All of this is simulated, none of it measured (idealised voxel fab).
This is a process module. Its name is voxel capacitor over wiring.
We display cut, a cross-section 275 nm in width whose square cells are each 5 nm.
Each cross-section below is a grid of square cells, stated as bands in top-down order, with one or more rows of cells making up each band. Band: top and bottom heights (nm) first, top before bottom; then materials from left to right, widths in nm. "everywhere" marks a sole material filling the band edge to edge. "blank" denotes empty space. Heights are expressed relative to 0, this being the level below which the as-received wafer comprises one material exclusively. The lowest band is unbounded in the downward direction and is denoted as in "0 -> down". The notation "30 to 40" denotes a width that varies across the rows of cells in the band, beginning at the first number in the top row, finishing at the second number in the bottom row, and changing by an identical amount from each row to the next. Any step labelled "nothing altered" changed none of the cells in the cross-section. Voids not open to the top, 8 cells minimum: see "Trapped void list". Written width x height at distance; distance is from the left edge; nm. On a step's line, text after the settings is the simulator commenting on that step. overlay nm, on a step with a mask: how far to the right of its planned place the mask lay; to the left if negative.

Steps in the process plan:
1. RECEIVE with material Si
2. CONFORMAL_DEP with material SiO2, thk nm 15
3. DIRECTIONAL_DEP with material TiN, thk nm 5
4. DIRECTIONAL_DEP with material Ru, thk nm 25
5. PATTERN with tone cover, mask id METAL_1, material resist, width nm 30, pitch nm 100, thk nm 20, overlay nm 0
6. DIRECTIONAL_ETCH with etch materials Ru, depth nm 25
7. DIRECTIONAL_ETCH with etch materials TiN, depth nm 5
8. STRIP with etch materials resist
9. FILL_DEP with material lowk, thk nm 10
10. CMP with height nm 45
11. CONFORMAL_DEP with material SiCN, thk nm 5
12. DIRECTIONAL_DEP with material SiO2, thk nm 20
13. MASKED_ETCH with tone open, mask id PLUG_1, width nm 15, etch materials SiO2, depth nm 20, overlay nm 0
14. MASKED_ETCH with tone open, mask id PLUG_1, width nm 15, etch materials SiCN, depth nm 5, overlay nm 0
15. CONFORMAL_DEP with material TiN, thk nm 5
16. FILL_DEP with material W, thk nm 10
17. CMP with height nm 70
18. DIRECTIONAL_DEP with material TiN, thk nm 5
19. DIRECTIONAL_DEP with material SiN, thk nm 5
20. DIRECTIONAL_DEP with material TiN, thk nm 5
21. PATTERN with tone cover, mask id UPPER_PLATE, material resist, width nm 75, thk nm 15, overlay nm 0
22. DIRECTIONAL_ETCH with etch materials TiN, depth nm 5
23. DIRECTIONAL_ETCH with etch materials SiN, depth nm 5
24. STRIP with etch materials resist
25. MASKED_ETCH with tone cover, mask id LOWER_PLATE, width nm 85, etch materials TiN, depth nm 5, overlay nm 0
26. FILL_DEP with material SiO2, thk nm 20
27. CMP with height nm 100
28. DIRECTIONAL_DEP with material aC, thk nm 15
29. PATTERN with tone open, mask id PLUG_2, material resist, width nm 15, thk nm 35, overlay nm 0
30. DIRECTIONAL_ETCH with etch materials aC, depth nm 15
31. STRIP with etch materials resist
32. DIRECTIONAL_ETCH with etch materials SiO2, depth nm 15
33. STRIP with etch materials aC
34. CONFORMAL_DEP with material TiN, thk nm 5
35. FILL_DEP with material W, thk nm 10
36. CMP with height nm 100
37. CONFORMAL_DEP with material SiN, thk nm 5

Wafer at receipt (post step 1), cross-section:
	0 -> down: Si everywhere
	Trapped void list: none

This is how the wafer looks in cross-section once the module is done, given the starting state and plan above and one mistake in carrying the plan out:
	105 -> 100: SiN everywhere
	100 -> 90: 95 of SiO2 / 5 of TiN / 5 of W / 5 of TiN / 165 of SiO2
	90 -> 80: 95 to 85 of SiO2 / 15 to 75 of TiN / 165 to 115 of SiO2
	80 -> 75: 85 of SiO2 / 75 of SiN / 115 of SiO2
	75 -> 70: 80 of SiO2 / 85 of TiN / 110 of SiO2
	70 -> 50: 85 of SiO2 / 5 of TiN / 5 of W / 5 of TiN / 175 of SiO2
	50 -> 45: 85 of SiCN / 15 of TiN / 175 of SiCN
	45 -> 35: lowk everywhere
	35 -> 20: 70 of lowk / 30 of Ru / 70 of lowk / 30 of Ru / 75 of lowk
	20 -> 15: 70 of lowk / 30 of TiN / 70 of lowk / 30 of TiN / 75 of lowk
	15 -> 0: SiO2 everywhere
	0 -> down: Si everywhere
	Trapped void list: none
The mistake made against the process plan was this: step 4 did not happen as planned, as run it was DIRECTIONAL_DEP with material Ru, thk nm 15
